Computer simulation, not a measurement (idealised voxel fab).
Title: Process Module voxel transistor to metal
Xsec cut, 165 nm wide, square cell size 5 nm.
Notation: cross-section as square-cell grid; stated in bands, top first, going down; one or more cell rows per band.
Within each band entry, the heights of the top and of the bottom of the band appear first, in that order and in nm; the materials of the band then follow from left to right, each with its corresponding width in nm. The designation "all across" on a single material indicates that it fills the band from edge to edge; the designation "blank" indicates empty space.
Height 0 is the level under which the wafer as received is all one material. The lowest band goes on downwards, as in "0 -> down".
Per-row width for "30..40": begins at first number (top row of band), ends at second number (bottom row), increment between rows held constant.
It should be understood that the words "same as before", when stated for a given step, signify that the cross-section underwent no change in any of its cells during that step.
"Enclosed void inventory": empty spaces of 8 cells or more with no open way to the top, each given as width x height at distance, distance from the left edge, all in nm.
On each step's line, the part that comes after the settings is the simulator's own comment on the step.
overlay nm: where the mask lay relative to plan, measured to the right, on steps with a mask; negatives go left.
Read each pair as before and after one process step. The after cross-section shows only down to the lowest band that changed. The step between them and its settings are given below the pair. Pairs can come from different runs of this module on the same starting wafer. A pair continues from the pair above only where its "Pre-processing view" entry says so.
## Pre-processing view
> 55 -> 35  blank (65)  resist (35)  blank (65)
> 35 -> 25  blank (65)  SiCN (35)  blank (65)
> 25 -> 5  blank (65)  polySi (35)  blank (65)
> 5 -> 0  SiO2 all across
> 0 -> -35  SiO2 (35)  Si (95)  SiO2 (35)
> -35 -> down  Si all across
> Enclosed void inventory: none
## Result of Step
> 35 -> 25  blank (65)  SiCN (35)  blank (65)
> Lower than 25, everything is as it was.
> Enclosed void inventory: none
The process step separating the two cross-sections depicted above is as follows: STRIP with etch materials resist
Pre-processing view: The pre-step condition corresponds to the post-step cross-section depicted in the pair directly above.
## Result of Step
> 40 -> 35  blank (60)  SiO2 (45)  blank (60)
> 35 -> 25  blank (60)  SiO2 (5)  SiCN (35)  SiO2 (5)  blank (60)
> 25 -> 10  blank (60)  SiO2 (5)  polySi (35)  SiO2 (5)  blank (60)
> 10 -> 5  SiO2 (65)  polySi (35)  SiO2 (65)
> Lower than 5, everything is as it was.
> Enclosed void inventory: none
The process step separating the two cross-sections depicted above is as follows: CONFORMAL_DEP with material SiO2, thk nm 5
Pre-processing view: The pre-step condition corresponds to the post-step cross-section depicted in the pair directly above.
## Result of Step
> 35 -> 25  blank (60)  SiO2 (5)  SiCN (35)  SiO2 (5)  blank (60)
> 25 -> 5  blank (60)  SiO2 (5)  polySi (35)  SiO2 (5)  blank (60)
> Lower than 5, everything is as it was.
> Enclosed void inventory: none
The process step separating the two cross-sections depicted above is as follows: DIRECTIONAL_ETCH with etch materials SiO2, depth nm 5
Pre-processing view: The pre-step condition corresponds to the post-step cross-section depicted in the pair directly above.
## Result of Step
> 45 -> 35  blank (50)  SiN (65)  blank (50)
> 35 -> 25  blank (50)  SiN (10)  SiO2 (5)  SiCN (35)  SiO2 (5)  SiN (10)  blank (50)
> 25 -> 15  blank (50)  SiN (10)  SiO2 (5)  polySi (35)  SiO2 (5)  SiN (10)  blank (50)
> 15 -> 5  SiN (60)  SiO2 (5)  polySi (35)  SiO2 (5)  SiN (60)
> Lower than 5, everything is as it was.
> Enclosed void inventory: none
The process step separating the two cross-sections depicted above is as follows: CONFORMAL_DEP with material SiN, thk nm 10
Pre-processing view: The pre-step condition corresponds to the post-step cross-section depicted in the pair directly above.
## Result of Step
> 35 -> 25  blank (50)  SiN (10)  SiO2 (5)  SiCN (35)  SiO2 (5)  SiN (10)  blank (50)
> 25 -> 5  blank (50)  SiN (10)  SiO2 (5)  polySi (35)  SiO2 (5)  SiN (10)  blank (50)
> Lower than 5, everything is as it was.
> Enclosed void inventory: none
The process step separating the two cross-sections depicted above is as follows: DIRECTIONAL_ETCH with etch materials SiN, depth nm 10
Pre-processing view: The pre-step condition corresponds to the post-step cross-section depicted in the pair directly above.
## Result of Step
> 35 -> 30  blank (50)  SiN (10)  blank (5)  SiCN (35)  blank (5)  SiN (10)  blank (50)
> 30 -> 25  blank (50)  SiN (10)  SiO2 (5)  SiCN (35)  SiO2 (5)  SiN (10)  blank (50)
> 25 -> 5  blank (50)  SiN (10)  SiO2 (5)  polySi (35)  SiO2 (5)  SiN (10)  blank (50)
> 5 -> 0  blank (50)  SiO2 (65)  blank (50)
> Lower than 0, everything is as it was.
> Enclosed void inventory: none
The process step separating the two cross-sections depicted above is as follows: DIRECTIONAL_ETCH with etch materials SiO2, depth nm 5
Pre-processing view: The pre-step condition corresponds to the post-step cross-section depicted in the pair directly above.
## Result of Step
> 35 -> 30  blank (50)  SiN (10)  blank (5)  SiCN (35)  blank (5)  SiN (10)  blank (50)
> 30 -> 25  blank (50)  SiN (10)  SiO2 (5)  SiCN (35)  SiO2 (5)  SiN (10)  blank (50)
> 25 -> 5  blank (50)  SiN (10)  SiO2 (5)  polySi (35)  SiO2 (5)  SiN (10)  blank (50)
> 5 -> 0  blank (50)  SiO2 (65)  blank (50)
> 0 -> -5  SiO2 (35)  blank (15)  Si (65)  blank (15)  SiO2 (35)
> Lower than -5, everything is as it was.
> Enclosed void inventory: none
The process step separating the two cross-sections depicted above is as follows: DIRECTIONAL_ETCH with etch materials Si, depth nm 5
Pre-processing view: The pre-step condition corresponds to the post-step cross-section depicted in the pair directly above.
## Result of Step
> 35 -> 30  blank (50)  SiN (10)  blank (5)  SiCN (35)  blank (5)  SiN (10)  blank (50)
> 30 -> 25  blank (50)  SiN (10)  SiO2 (5)  SiCN (35)  SiO2 (5)  SiN (10)  blank (50)
> 25 -> 5  blank (50)  SiN (10)  SiO2 (5)  polySi (35)  SiO2 (5)  SiN (10)  blank (50)
> 5 -> 0  blank (45)  pSi (5)  SiO2 (65)  pSi (5)  blank (45)
> 0 -> -5  SiO2 (35)  pSi (15)  Si (65)  pSi (15)  SiO2 (35)
> Lower than -5, everything is as it was.
> Enclosed void inventory: none
The process step separating the two cross-sections depicted above is as follows: EPI with material pSi, thk nm 5
Pre-processing view: The pre-step condition corresponds to the post-step cross-section depicted in the pair directly above.
## Result of Step
> 45 -> 35  SiO2 all across
> 35 -> 25  SiO2 (50)  SiN (10)  SiO2 (5)  SiCN (35)  SiO2 (5)  SiN (10)  SiO2 (50)
> 25 -> 5  SiO2 (50)  SiN (10)  SiO2 (5)  polySi (35)  SiO2 (5)  SiN (10)  SiO2 (50)
> 5 -> 0  SiO2 (45)  pSi (5)  SiO2 (65)  pSi (5)  SiO2 (45)
> Lower than 0, everything is as it was.
> Enclosed void inventory: none
The process step separating the two cross-sections depicted above is as follows: FILL_DEP with material SiO2, thk nm 10
Pre-processing view: The pre-step condition corresponds to the post-step cross-section depicted in the pair directly above.
## Result of Step
> 20 -> 5  SiO2 (50)  SiN (10)  SiO2 (5)  polySi (35)  SiO2 (5)  SiN (10)  SiO2 (50)
> Lower than 5, everything is as it was.
> Enclosed void inventory: none
The process step separating the two cross-sections depicted above is as follows: CMP with height nm 20
Pre-processing view: The pre-step condition corresponds to the post-step cross-section depicted in the pair directly above.
## Result of Step
> 20 -> 5  SiO2 (50)  SiN (10)  SiO2 (5)  blank (35)  SiO2 (5)  SiN (10)  SiO2 (50)
> Lower than 5, everything is as it was.
> Enclosed void inventory: none
The process step separating the two cross-sections depicted above is as follows: STRIP with etch materials polySi
Pre-processing view: The pre-step condition corresponds to the post-step cross-section depicted in the pair directly above.
## Result of Step
> 20 -> 15  blank (50)  SiN (10)  blank (45)  SiN (10)  blank (50)
> 15 -> 5  SiO2 (50)  SiN (10)  blank (45)  SiN (10)  SiO2 (50)
> 5 -> 0  SiO2 (45)  pSi (5)  SiO2 (10)  blank (45)  SiO2 (10)  pSi (5)  SiO2 (45)
> Lower than 0, everything is as it was.
> Enclosed void inventory: none
The process step separating the two cross-sections depicted above is as follows: SELECTIVE_ETCH with etch materials SiO2, depth nm 5
Pre-processing view: The pre-step condition corresponds to the post-step cross-section depicted in the pair directly above.
## Result of Step
> 25 -> 20  blank (45)  HfO2 (20)  blank (35)  HfO2 (20)  blank (45)
> 20 -> 15  HfO2 (50)  SiN (10)  HfO2 (5)  blank (35)  HfO2 (5)  SiN (10)  HfO2 (50)
> 15 -> 5  SiO2 (50)  SiN (10)  HfO2 (5)  blank (35)  HfO2 (5)  SiN (10)  SiO2 (50)
> 5 -> 0  SiO2 (45)  pSi (5)  SiO2 (10)  HfO2 (45)  SiO2 (10)  pSi (5)  SiO2 (45)
> Lower than 0, everything is as it was.
> Enclosed void inventory: none
The process step separating the two cross-sections depicted above is as follows: CONFORMAL_DEP with material HfO2, thk nm 5
Pre-processing view: The pre-step condition corresponds to the post-step cross-section depicted in the pair directly above.
## Result of Step
> 30 -> 25  blank (40)  TiN (30)  blank (25)  TiN (30)  blank (40)
> 25 -> 20  TiN (45)  HfO2 (20)  TiN (5)  blank (25)  TiN (5)  HfO2 (20)  TiN (45)
> 20 -> 15  HfO2 (50)  SiN (10)  HfO2 (5)  TiN (5)  blank (25)  TiN (5)  HfO2 (5)  SiN (10)  HfO2 (50)
> 15 -> 10  SiO2 (50)  SiN (10)  HfO2 (5)  TiN (5)  blank (25)  TiN (5)  HfO2 (5)  SiN (10)  SiO2 (50)
> 10 -> 5  SiO2 (50)  SiN (10)  HfO2 (5)  TiN (35)  HfO2 (5)  SiN (10)  SiO2 (50)
> Lower than 5, everything is as it was.
> Enclosed void inventory: none
The process step separating the two cross-sections depicted above is as follows: CONFORMAL_DEP with material TiN, thk nm 5
Pre-processing view: The pre-step condition corresponds to the post-step cross-section depicted in the pair directly above.
## Result of Step
> 40 -> 30  W all across
> 30 -> 25  W (40)  TiN (30)  W (25)  TiN (30)  W (40)
> 25 -> 20  TiN (45)  HfO2 (20)  TiN (5)  W (25)  TiN (5)  HfO2 (20)  TiN (45)
> 20 -> 15  HfO2 (50)  SiN (10)  HfO2 (5)  TiN (5)  W (25)  TiN (5)  HfO2 (5)  SiN (10)  HfO2 (50)
> 15 -> 10  SiO2 (50)  SiN (10)  HfO2 (5)  TiN (5)  W (25)  TiN (5)  HfO2 (5)  SiN (10)  SiO2 (50)
> Lower than 10, everything is as it was.
> Enclosed void inventory: none
The process step separating the two cross-sections depicted above is as follows: FILL_DEP with material W, thk nm 10
Pre-processing view: The pre-step condition corresponds to the post-step cross-section depicted in the pair directly above.
## Result of Step
> 15 -> 10  SiO2 (50)  SiN (10)  HfO2 (5)  TiN (5)  W (25)  TiN (5)  HfO2 (5)  SiN (10)  SiO2 (50)
> Lower than 10, everything is as it was.
> Enclosed void inventory: none
The process step separating the two cross-sections depicted above is as follows: CMP with height nm 15
Pre-processing view: The pre-step condition corresponds to the post-step cross-section depicted in the pair directly above.
## Result of Step
> 30 -> 15  SiO2 all across
> Lower than 15, everything is as it was.
> Enclosed void inventory: none
The process step separating the two cross-sections depicted above is as follows: DIRECTIONAL_DEP with material SiO2, thk nm 15
Pre-processing view: The pre-step condition corresponds to the post-step cross-section depicted in the pair directly above.
## Result of Step
> 40 -> 30  aC all across
> Lower than 30, everything is as it was.
> Enclosed void inventory: none
The process step separating the two cross-sections depicted above is as follows: DIRECTIONAL_DEP with material aC, thk nm 10
Pre-processing view: The pre-step condition corresponds to the post-step cross-section depicted in the pair directly above.
## Result of Step
> 70 -> 40  resist (35)  blank (15)  resist (65)  blank (15)  resist (35)
> Lower than 40, everything is as it was.
> Enclosed void inventory: none
The process step separating the two cross-sections depicted above is as follows: PATTERN with tone open, mask id CONTACT, material resist, width nm 15, pitch nm 80, thk nm 30, overlay nm 0
Pre-processing view: The pre-step condition corresponds to the post-step cross-section depicted in the pair directly above.
## Result of Step
> 60 -> 40  resist (35)  blank (15)  resist (65)  blank (15)  resist (35)
> 40 -> 30  aC (35)  blank (15)  aC (65)  blank (15)  aC (35)
> Lower than 30, everything is as it was.
> Enclosed void inventory: none
The process step separating the two cross-sections depicted above is as follows: DIRECTIONAL_ETCH with etch materials aC, depth nm 10
Pre-processing view: The pre-step condition corresponds to the post-step cross-section depicted in the pair directly above.
## Result of Step
> 40 -> 30  aC (35)  blank (15)  aC (65)  blank (15)  aC (35)
> Lower than 30, everything is as it was.
> Enclosed void inventory: none
The process step separating the two cross-sections depicted above is as follows: STRIP with etch materials resist
Pre-processing view: The pre-step condition corresponds to the post-step cross-section depicted in the pair directly above.
## Result of Step
> 40 -> 30  aC (35)  blank (15)  aC (65)  blank (15)  aC (35)
> 30 -> 15  SiO2 (35)  blank (15)  SiO2 (65)  blank (15)  SiO2 (35)
> 15 -> 10  SiO2 (35)  blank (15)  SiN (10)  HfO2 (5)  TiN (5)  W (25)  TiN (5)  HfO2 (5)  SiN (10)  blank (15)  SiO2 (35)
> 10 -> 5  SiO2 (35)  blank (15)  SiN (10)  HfO2 (5)  TiN (35)  HfO2 (5)  SiN (10)  blank (15)  SiO2 (35)
> 5 -> 0  SiO2 (35)  blank (10)  pSi (5)  SiO2 (10)  HfO2 (45)  SiO2 (10)  pSi (5)  blank (10)  SiO2 (35)
> Lower than 0, everything is as it was.
> Enclosed void inventory: none
The process step separating the two cross-sections depicted above is as follows: DIRECTIONAL_ETCH with etch materials SiO2, depth nm 30
Pre-processing view: The pre-step condition corresponds to the post-step cross-section depicted in the pair directly above.
## Result of Step
> 30 -> 15  SiO2 (35)  blank (15)  SiO2 (65)  blank (15)  SiO2 (35)
> Lower than 15, everything is as it was.
> Enclosed void inventory: none
The process step separating the two cross-sections depicted above is as follows: STRIP with etch materials aC
Pre-processing view: The pre-step condition corresponds to the post-step cross-section depicted in the pair directly above.
## Result of Step
> 35 -> 30  TiN (40)  blank (5)  TiN (75)  blank (5)  TiN (40)
> 30 -> 15  SiO2 (35)  TiN (5)  blank (5)  TiN (5)  SiO2 (65)  TiN (5)  blank (5)  TiN (5)  SiO2 (35)
> 15 -> 10  SiO2 (35)  TiN (5)  blank (5)  TiN (5)  SiN (10)  HfO2 (5)  TiN (5)  W (25)  TiN (5)  HfO2 (5)  SiN (10)  TiN (5)  blank (5)  TiN (5)  SiO2 (35)
> 10 -> 5  SiO2 (35)  TiN (15)  SiN (10)  HfO2 (5)  TiN (35)  HfO2 (5)  SiN (10)  TiN (15)  SiO2 (35)
> 5 -> 0  SiO2 (35)  TiN (10)  pSi (5)  SiO2 (10)  HfO2 (45)  SiO2 (10)  pSi (5)  TiN (10)  SiO2 (35)
> Lower than 0, everything is as it was.
> Enclosed void inventory: none
The process step separating the two cross-sections depicted above is as follows: CONFORMAL_DEP with material TiN, thk nm 5
Pre-processing view: The pre-step condition corresponds to the post-step cross-section depicted in the pair directly above.
## Result of Step
> 40 -> 35  Ru all across
> 35 -> 30  TiN (40)  Ru (5)  TiN (75)  Ru (5)  TiN (40)
> 30 -> 15  SiO2 (35)  TiN (5)  Ru (5)  TiN (5)  SiO2 (65)  TiN (5)  Ru (5)  TiN (5)  SiO2 (35)
> 15 -> 10  SiO2 (35)  TiN (5)  Ru (5)  TiN (5)  SiN (10)  HfO2 (5)  TiN (5)  W (25)  TiN (5)  HfO2 (5)  SiN (10)  TiN (5)  Ru (5)  TiN (5)  SiO2 (35)
> Lower than 10, everything is as it was.
> Enclosed void inventory: none
The process step separating the two cross-sections depicted above is as follows: FILL_DEP with material Ru, thk nm 5
Pre-processing view: The pre-step condition corresponds to the post-step cross-section depicted in the pair directly above.
## Result of Step
> 30 -> 15  SiO2 (35)  TiN (5)  Ru (5)  TiN (5)  SiO2 (65)  TiN (5)  Ru (5)  TiN (5)  SiO2 (35)
> Lower than 15, everything is as it was.
> Enclosed void inventory: none
The process step separating the two cross-sections depicted above is as follows: CMP with height nm 30
Pre-processing view: The pre-step condition corresponds to the post-step cross-section depicted in the pair directly above.
## Result of Step
> 35 -> 30  TiN all across
> Lower than 30, everything is as it was.
> Enclosed void inventory: none
The process step separating the two cross-sections depicted above is as follows: DIRECTIONAL_DEP with material TiN, thk nm 5
Pre-processing view: The pre-step condition corresponds to the post-step cross-section depicted in the pair directly above.
## Result of Step
> 55 -> 35  Ru all across
> Lower than 35, everything is as it was.
> Enclosed void inventory: none
The process step separating the two cross-sections depicted above is as follows: DIRECTIONAL_DEP with material Ru, thk nm 20
Pre-processing view: The pre-step condition corresponds to the post-step cross-section depicted in the pair directly above.
## Result of Step
> 55 -> 35  blank (35)  Ru (15)  blank (65)  Ru (15)  blank (35)
> Lower than 35, everything is as it was.
> Enclosed void inventory: none
The process step separating the two cross-sections depicted above is as follows: MASKED_ETCH with tone cover, mask id METAL_1, width nm 15, pitch nm 80, etch materials Ru, depth nm 20, overlay nm 0
Pre-processing view: The pre-step condition corresponds to the post-step cross-section depicted in the pair directly above.
## Result of Step
> 55 -> 35  blank (35)  Ru (15)  blank (65)  Ru (15)  blank (35)
> 35 -> 30  blank (35)  TiN (15)  blank (65)  TiN (15)  blank (35)
> Lower than 30, everything is as it was.
> Enclosed void inventory: none
The process step separating the two cross-sections depicted above is as follows: MASKED_ETCH with tone cover, mask id METAL_1, width nm 15, pitch nm 80, etch materials TiN, depth nm 5, overlay nm 0
Pre-processing view: The pre-step condition corresponds to the post-step cross-section depicted in the pair directly above.
## Result of Step
> 60 -> 55  blank (30)  SiN (25)  blank (55)  SiN (25)  blank (30)
> 55 -> 35  blank (30)  SiN (5)  Ru (15)  SiN (5)  blank (55)  SiN (5)  Ru (15)  SiN (5)  blank (30)
> 35 -> 30  SiN (35)  TiN (15)  SiN (65)  TiN (15)  SiN (35)
> Lower than 30, everything is as it was.
> Enclosed void inventory: none
The process step separating the two cross-sections depicted above is as follows: CONFORMAL_DEP with material SiN, thk nm 5
Pre-processing view: The pre-step condition corresponds to the post-step cross-section depicted in the pair directly above.
## Result of Step
> 70 -> 60  lowk all across
> 60 -> 55  lowk (30)  SiN (25)  lowk (55)  SiN (25)  lowk (30)
> 55 -> 35  lowk (30)  SiN (5)  Ru (15)  SiN (5)  lowk (55)  SiN (5)  Ru (15)  SiN (5)  lowk (30)
> Lower than 35, everything is as it was.
> Enclosed void inventory: none
The process step separating the two cross-sections depicted above is as follows: FILL_DEP with material lowk, thk nm 10
Pre-processing view: The pre-step condition corresponds to the post-step cross-section depicted in the pair directly above.
## Result of Step
> 55 -> 35  lowk (30)  SiN (5)  Ru (15)  SiN (5)  lowk (55)  SiN (5)  Ru (15)  SiN (5)  lowk (30)
> Lower than 35, everything is as it was.
> Enclosed void inventory: none
The process step separating the two cross-sections depicted above is as follows: CMP with height nm 55
Pre-processing view: The pre-step condition corresponds to the post-step cross-section depicted in the pair directly above.
## Result of Step
> 60 -> 55  SiCN all across
> Lower than 55, everything is as it was.
> Enclosed void inventory: none
The process step separating the two cross-sections depicted above is as follows: CONFORMAL_DEP with material SiCN, thk nm 5
Pre-processing view: The pre-step condition corresponds to the post-step cross-section depicted in the pair directly above.
## Result of Step
> 85 -> 60  SiO2 all across
> Lower than 60, everything is as it was.
> Enclosed void inventory: none
The process step separating the two cross-sections depicted above is as follows: DIRECTIONAL_DEP with material SiO2, thk nm 25
Pre-processing view: The pre-step condition corresponds to the post-step cross-section depicted in the pair directly above.
## Result of Step
> 95 -> 85  aC all across
> Lower than 85, everything is as it was.
> Enclosed void inventory: none
The process step separating the two cross-sections depicted above is as follows: DIRECTIONAL_DEP with material aC, thk nm 10
Pre-processing view: The pre-step condition corresponds to the post-step cross-section depicted in the pair directly above.
## Result of Step
> 120 -> 95  resist (35)  blank (15)  resist (65)  blank (15)  resist (35)
> Lower than 95, everything is as it was.
> Enclosed void inventory: none
The process step separating the two cross-sections depicted above is as follows: PATTERN with tone open, mask id METAL_2, material resist, width nm 15, pitch nm 80, thk nm 25, overlay nm 0
Pre-processing view: The pre-step condition corresponds to the post-step cross-section depicted in the pair directly above.
## Result of Step
> 110 -> 95  resist (35)  blank (15)  resist (65)  blank (15)  resist (35)
> 95 -> 85  aC (35)  blank (15)  aC (65)  blank (15)  aC (35)
> Lower than 85, everything is as it was.
> Enclosed void inventory: none
The process step separating the two cross-sections depicted above is as follows: DIRECTIONAL_ETCH with etch materials aC, depth nm 10
Pre-processing view: The pre-step condition corresponds to the post-step cross-section depicted in the pair directly above.
## Result of Step
> 95 -> 85  aC (35)  blank (15)  aC (65)  blank (15)  aC (35)
> Lower than 85, everything is as it was.
> Enclosed void inventory: none
The process step separating the two cross-sections depicted above is as follows: STRIP with etch materials resist
Pre-processing view: The pre-step condition corresponds to the post-step cross-section depicted in the pair directly above.
## Result of Step
> 95 -> 85  aC (35)  blank (15)  aC (65)  blank (15)  aC (35)
> 85 -> 70  SiO2 (35)  blank (15)  SiO2 (65)  blank (15)  SiO2 (35)
> Lower than 70, everything is as it was.
> Enclosed void inventory: none
The process step separating the two cross-sections depicted above is as follows: DIRECTIONAL_ETCH with etch materials SiO2, depth nm 15
Pre-processing view: The pre-step condition corresponds to the post-step cross-section depicted in the pair directly above.
## Result of Step
> 85 -> 70  SiO2 (35)  blank (15)  SiO2 (65)  blank (15)  SiO2 (35)
> Lower than 70, everything is as it was.
> Enclosed void inventory: none
The process step separating the two cross-sections depicted above is as follows: STRIP with etch materials aC
Pre-processing view: The pre-step condition corresponds to the post-step cross-section depicted in the pair directly above.
## Result of Step
> 85 -> 60  SiO2 (35)  blank (15)  SiO2 (65)  blank (15)  SiO2 (35)
> Lower than 60, everything is as it was.
> Enclosed void inventory: none
The process step separating the two cross-sections depicted above is as follows: MASKED_ETCH with tone open, mask id METAL_2_HOLES, width nm 15, pitch nm 80, etch materials SiO2, depth nm 10, overlay nm 0
Pre-processing view: The pre-step condition corresponds to the post-step cross-section depicted in the pair directly above.
## Result of Step
> 85 -> 60  SiO2 (35)  blank (15)  SiO2 (65)  blank (15)  SiO2 (35)
> 60 -> 55  SiCN (35)  blank (15)  SiCN (65)  blank (15)  SiCN (35)
> Lower than 55, everything is as it was.
> Enclosed void inventory: none
The process step separating the two cross-sections depicted above is as follows: MASKED_ETCH with tone open, mask id METAL_2_HOLES, width nm 15, pitch nm 80, etch materials SiCN, depth nm 5, overlay nm 0
Pre-processing view: The pre-step condition corresponds to the post-step cross-section depicted in the pair directly above.
## Result of Step
> 90 -> 85  TiN (40)  blank (5)  TiN (75)  blank (5)  TiN (40)
> 85 -> 60  SiO2 (35)  TiN (5)  blank (5)  TiN (5)  SiO2 (65)  TiN (5)  blank (5)  TiN (5)  SiO2 (35)
> 60 -> 55  SiCN (35)  TiN (15)  SiCN (65)  TiN (15)  SiCN (35)
> Lower than 55, everything is as it was.
> Enclosed void inventory: none
The process step separating the two cross-sections depicted above is as follows: CONFORMAL_DEP with material TiN, thk nm 5
Pre-processing view: The pre-step condition corresponds to the post-step cross-section depicted in the pair directly above.
## Result of Step
> 100 -> 90  Cu all across
> 90 -> 85  TiN (40)  Cu (5)  TiN (75)  Cu (5)  TiN (40)
> 85 -> 60  SiO2 (35)  TiN (5)  Cu (5)  TiN (5)  SiO2 (65)  TiN (5)  Cu (5)  TiN (5)  SiO2 (35)
> Lower than 60, everything is as it was.
> Enclosed void inventory: none
The process step separating the two cross-sections depicted above is as follows: FILL_DEP with material Cu, thk nm 10
Pre-processing view: The pre-step condition corresponds to the post-step cross-section depicted in the pair directly above.
## Result of Step
> 85 -> 60  SiO2 (35)  TiN (5)  Cu (5)  TiN (5)  SiO2 (65)  TiN (5)  Cu (5)  TiN (5)  SiO2 (35)
> Lower than 60, everything is as it was.
> Enclosed void inventory: none
The process step separating the two cross-sections depicted above is as follows: CMP with height nm 85
Pre-processing view: The pre-step condition corresponds to the post-step cross-section depicted in the pair directly above.
## Result of Step
> 90 -> 85  SiN all across
> Lower than 85, everything is as it was.
> Enclosed void inventory: none
The process step separating the two cross-sections depicted above is as follows: CONFORMAL_DEP with material SiN, thk nm 5
## Pre-processing view
> 30 -> 20  blank (30)  aC (105)  blank (30)
> 20 -> 5  blank (30)  SiN (105)  blank (30)
> 5 -> 0  blank (30)  SiO2 (105)  blank (30)
> 0 -> down  Si all across
> Enclosed void inventory: none
## Result of Step
> 30 -> 20  blank (30)  aC (105)  blank (30)
> 20 -> 5  blank (30)  SiN (105)  blank (30)
> 5 -> 0  blank (30)  SiO2 (105)  blank (30)
> 0 -> -25  blank (30)  Si (105)  blank (30)
> Lower than -25, everything is as it was.
> Enclosed void inventory: none
The process step separating the two cross-sections depicted above is as follows: DIRECTIONAL_ETCH with etch materials Si, depth nm 25
Pre-processing view: The pre-step condition corresponds to the post-step cross-section depicted in the pair directly above.
## Result of Step
> 20 -> 5  blank (30)  SiN (105)  blank (30)
> Lower than 5, everything is as it was.
> Enclosed void inventory: none
The process step separating the two cross-sections depicted above is as follows: STRIP with etch materials aC
Pre-processing view: The pre-step condition corresponds to the post-step cross-section depicted in the pair directly above.
## Result of Step
> 20 -> 5  blank (30)  SiN (105)  blank (30)
> 5 -> 0  blank (30)  SiO2 (105)  blank (30)
> 0 -> -25  blank (30)  SiO2 (5)  Si (95)  SiO2 (5)  blank (30)
> -25 -> -30  SiO2 (35)  Si (95)  SiO2 (35)
> Lower than -30, everything is as it was.
> Enclosed void inventory: none
The process step separating the two cross-sections depicted above is as follows: OXIDIZE with depth nm 5
Pre-processing view: The pre-step condition corresponds to the post-step cross-section depicted in the pair directly above.
## Result of Step
> 30 -> 20  SiO2 all across
> 20 -> 5  SiO2 (30)  SiN (105)  SiO2 (30)
> 5 -> 0  SiO2 all across
> 0 -> -30  SiO2 (35)  Si (95)  SiO2 (35)
> Lower than -30, everything is as it was.
> Enclosed void inventory: none
The process step separating the two cross-sections depicted above is as follows: FILL_DEP with material SiO2, thk nm 10
Pre-processing view: The pre-step condition corresponds to the post-step cross-section depicted in the pair directly above.
## Result of Step
> 20 -> 5  SiO2 (30)  SiN (105)  SiO2 (30)
> Lower than 5, everything is as it was.
> Enclosed void inventory: none
The process step separating the two cross-sections depicted above is as follows: CMP with height nm 20
Pre-processing view: The pre-step condition corresponds to the post-step cross-section depicted in the pair directly above.
## Result of Step
> 20 -> 10  blank (30)  SiN (105)  blank (30)
> Lower than 10, everything is as it was.
> Enclosed void inventory: none
The process step separating the two cross-sections depicted above is as follows: SELECTIVE_ETCH with etch materials SiO2, depth nm 10
Pre-processing view: The pre-step condition corresponds to the post-step cross-section depicted in the pair directly above.
## Result of Step
> 10 -> 5  SiO2 (30)  blank (105)  SiO2 (30)
> Lower than 5, everything is as it was.
> Enclosed void inventory: none
The process step separating the two cross-sections depicted above is as follows: STRIP with etch materials SiN
Pre-processing view: The pre-step condition corresponds to the post-step cross-section depicted in the pair directly above.
## Result of Step
> 5 -> 0  SiO2 (25)  blank (115)  SiO2 (25)
> Lower than 0, everything is as it was.
> Enclosed void inventory: none
The process step separating the two cross-sections depicted above is as follows: SELECTIVE_ETCH with etch materials SiO2, depth nm 5
Pre-processing view: The pre-step condition corresponds to the post-step cross-section depicted in the pair directly above.
## Result of Step
> 5 -> 0  SiO2 (25)  blank (115)  SiO2 (25)
> 0 -> -5  SiO2 all across
> Lower than -5, everything is as it was.
> Enclosed void inventory: none
The process step separating the two cross-sections depicted above is as follows: OXIDIZE with depth nm 5
Pre-processing view: The pre-step condition corresponds to the post-step cross-section depicted in the pair directly above.
## Result of Step
> 25 -> 20  polySi (25)  blank (115)  polySi (25)
> 20 -> 5  polySi all across
> 5 -> 0  SiO2 (25)  polySi (115)  SiO2 (25)
> Lower than 0, everything is as it was.
> Enclosed void inventory: none
The process step separating the two cross-sections depicted above is as follows: DIRECTIONAL_DEP with material polySi, thk nm 20
Pre-processing view: The pre-step condition corresponds to the post-step cross-section depicted in the pair directly above.
## Result of Step
> 35 -> 30  SiCN (25)  blank (115)  SiCN (25)
> 30 -> 25  SiCN all across
> 25 -> 20  polySi (25)  SiCN (115)  polySi (25)
> Lower than 20, everything is as it was.
> Enclosed void inventory: none
The process step separating the two cross-sections depicted above is as follows: DIRECTIONAL_DEP with material SiCN, thk nm 10
Pre-processing view: The pre-step condition corresponds to the post-step cross-section depicted in the pair directly above.
## Result of Step
> 55 -> 35  blank (65)  resist (35)  blank (65)
> 35 -> 30  SiCN (25)  blank (40)  resist (35)  blank (40)  SiCN (25)
> Lower than 30, everything is as it was.
> Enclosed void inventory: none
The process step separating the two cross-sections depicted above is as follows: PATTERN with tone cover, mask id GATE, material resist, width nm 35, thk nm 20, overlay nm 0
Pre-processing view: The pre-step condition corresponds to the post-step cross-section depicted in the pair directly above.
## Result of Step
> 55 -> 30  blank (65)  resist (35)  blank (65)
> 30 -> 25  blank (65)  SiCN (35)  blank (65)
> 25 -> 20  polySi (25)  blank (40)  SiCN (35)  blank (40)  polySi (25)
> Lower than 20, everything is as it was.
> Enclosed void inventory: none
The process step separating the two cross-sections depicted above is as follows: DIRECTIONAL_ETCH with etch materials SiCN, depth nm 20
Pre-processing view: The pre-step condition corresponds to the post-step cross-section depicted in the pair directly above.
## Result of Step
> 55 -> 30  blank (65)  resist (35)  blank (65)
> 30 -> 20  blank (65)  SiCN (35)  blank (65)
> 20 -> 5  blank (65)  polySi (35)  blank (65)
> 5 -> 0  SiO2 (25)  blank (40)  polySi (35)  blank (40)  SiO2 (25)
> Lower than 0, everything is as it was.
> Enclosed void inventory: none
The process step separating the two cross-sections depicted above is as follows: DIRECTIONAL_ETCH with etch materials polySi, depth nm 30
Pre-processing view: The pre-step condition corresponds to the post-step cross-section depicted in the pair directly above.
## Result of Step
> 30 -> 20  blank (65)  SiCN (35)  blank (65)
> Lower than 20, everything is as it was.
> Enclosed void inventory: none
The process step separating the two cross-sections depicted above is as follows: STRIP with etch materials resist
Pre-processing view: The pre-step condition corresponds to the post-step cross-section depicted in the pair directly above.
## Result of Step
> 35 -> 30  blank (60)  SiO2 (45)  blank (60)
> 30 -> 20  blank (60)  SiO2 (5)  SiCN (35)  SiO2 (5)  blank (60)
> 20 -> 10  blank (60)  SiO2 (5)  polySi (35)  SiO2 (5)  blank (60)
> 10 -> 5  SiO2 (30)  blank (30)  SiO2 (5)  polySi (35)  SiO2 (5)  blank (30)  SiO2 (30)
> 5 -> 0  SiO2 (65)  polySi (35)  SiO2 (65)
> Lower than 0, everything is as it was.
> Enclosed void inventory: none
The process step separating the two cross-sections depicted above is as follows: CONFORMAL_DEP with material SiO2, thk nm 5
